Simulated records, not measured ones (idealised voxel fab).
The following is a process module called voxel ribs on slabs.
cross-section cut | 270 nm wide | cells 5 nm
Square cells in a grid make up a cross-section in this document, and the grid is given as bands, listed from the top down, each one or more rows of cells.
A band entry consists of two parts. The first gives the height of the band's top and the height of its bottom, in nm. The rest lists the band's materials from left to right, each with its width in nm. A single material labelled with the word "full width" fills the band from edge to edge, and the word "air" marks empty space.
A quick word on heights: they are counted from 0, and under that level the wafer as it came to us is one material throughout. The lowest band is different from the rest in having no bottom; it simply continues downward, written as in "0..down".
A width given as "30..40" starts at the first number in the band's top row and ends at the second number in its bottom row, shifting by an equal amount at every step from row to row.
Reading "no change" for a step: not a cell of the cross-section changed in it.
In the "Catalogued sealed voids" entry, you get each enclosed empty space of 8 cells or more, one with no open way to the top, written width x height at distance, distance from the left edge, in nm.
Formally, on a step line, whatever follows the settings is a remark that the simulator itself makes on the step.
The "overlay nm" setting may appear on a step's line; for a step that uses a mask, it gives how far to the right of its planned position the mask lay, and a negative value indicates the left.

### Steps in the process plan
1,RECEIVE | material Si
2,DIRECTIONAL_DEP | material SiO2 | thk nm 30
3,DIRECTIONAL_DEP | material polySi | thk nm 20
4,PATTERN | tone cover | mask id RIB | material resist | width nm 30 | thk nm 20 | overlay nm 0
5,DIRECTIONAL_ETCH | etch materials polySi | depth nm 10
6,STRIP | etch materials resist
7,MASKED_ETCH | tone cover | mask id SLAB | width nm 60 | etch materials polySi | depth nm 10 | overlay nm 0
8,FILL_DEP | material SiO2 | thk nm 20
9,CMP | height nm 60
10,DIRECTIONAL_DEP | material W | thk nm 5
11,MASKED_ETCH | tone cover | mask id HEATER | width nm 40 | etch materials W | depth nm 5 | overlay nm 0
12,CONFORMAL_DEP | material SiO2 | thk nm 5

### Incoming wafer, cross-sectional view, post step 1
  0..down | Si full width
  Catalogued sealed voids: none

### Looking at the first of two wafers in cross-section at end of module - ran to plan
  70..65 | 110 nm air; 50 nm SiO2; 110 nm air
  65..60 | 115 nm SiO2; 40 nm W; 115 nm SiO2
  60..50 | SiO2 full width
  50..40 | 120 nm SiO2; 30 nm polySi; 120 nm SiO2
  40..30 | 105 nm SiO2; 60 nm polySi; 105 nm SiO2
  30..0 | SiO2 full width
  0..down | Si full width
  Catalogued sealed voids: none

### Now the second wafer, cross-sectioned at the end of the module. Nothing different at the start, nothing different in the plan compared with the first, just one mistake when it was actually run
  70..65 | 105 nm air; 50 nm SiO2; 115 nm air
  65..60 | 110 nm SiO2; 40 nm W; 120 nm SiO2
  60..50 | SiO2 full width
  50..40 | 120 nm SiO2; 30 nm polySi; 120 nm SiO2
  40..30 | 105 nm SiO2; 60 nm polySi; 105 nm SiO2
  30..0 | SiO2 full width
  0..down | Si full width
  Catalogued sealed voids: none
What was the processing mistake? step 11 changed vs plan, executed as MASKED_ETCH | tone cover | mask id HEATER | width nm 40 | etch materials W | depth nm 5 | overlay nm -5
At the end, each material covers as many cells on the second wafer as it does on the first, though the cells it covers are elsewhere.
